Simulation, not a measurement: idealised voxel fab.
process module | voxel local oxidation
cross-section cut | 265 nm wide | cells 5 nm
A cross-section is a grid of square cells, given in bands from the top down. A band is one or more rows of cells.
Each band's line starts with the height of the band's top and of its bottom, in nm. Then come its materials from left to right, each with its width in nm. One material with "throughout" fills the band from edge to edge. "air" is empty space.
Height 0 is the level under which the wafer as received is all one material. The lowest band goes on downwards, as in "0 down".
A width such as "30 to 40" changes by the same amount from each row of cells to the next, from the band's top row to its bottom row.
"no change" after a step means that no cell of the cross-section changed.
closed voids: empty space of 8 cells or more with no open way to the top, each as width x height at its distance from the left edge, in nm
after a step's settings: what the simulator itself notes on the step
overlay nm, on a step with a mask: how far to the right of its planned place the mask lay; to the left if negative
plan
1 op RECEIVE | material Si
2 op OXIDIZE | depth nm 5
3 op CONFORMAL_DEP | material SiN | thk nm 15
4 op MASKED_ETCH | tone cover | mask id ACTIVE | width nm 100 | etch materials SiN | depth nm 15 | overlay nm -15
5 op SELECTIVE_ETCH | etch materials SiO2 | depth nm 5
6 op OXIDIZE | depth nm 10
7 op STRIP | etch materials SiN
varied across the wafers: overlay nm of step 4. The plan shows the first wafer's value. All wafers start alike
first wafer as received, after step 1
  0 down: Si throughout
  closed voids: none
each wafer at the end: cells of each material gained (+) or lost (-) since it was received, then its closed voids
overlay nm -15 | -131 Si | +96 SiO2 | closed voids: none
overlay nm -10 | -131 Si | +96 SiO2 | closed voids: none
overlay nm -5 | -131 Si | +96 SiO2 | closed voids: none
overlay nm 0 | -131 Si | +96 SiO2 | closed voids: none
overlay nm 5 | -131 Si | +96 SiO2 | closed voids: none
overlay nm 10 | -131 Si | +96 SiO2 | closed voids: none
overlay nm 15 | -131 Si | +96 SiO2 | closed voids: none
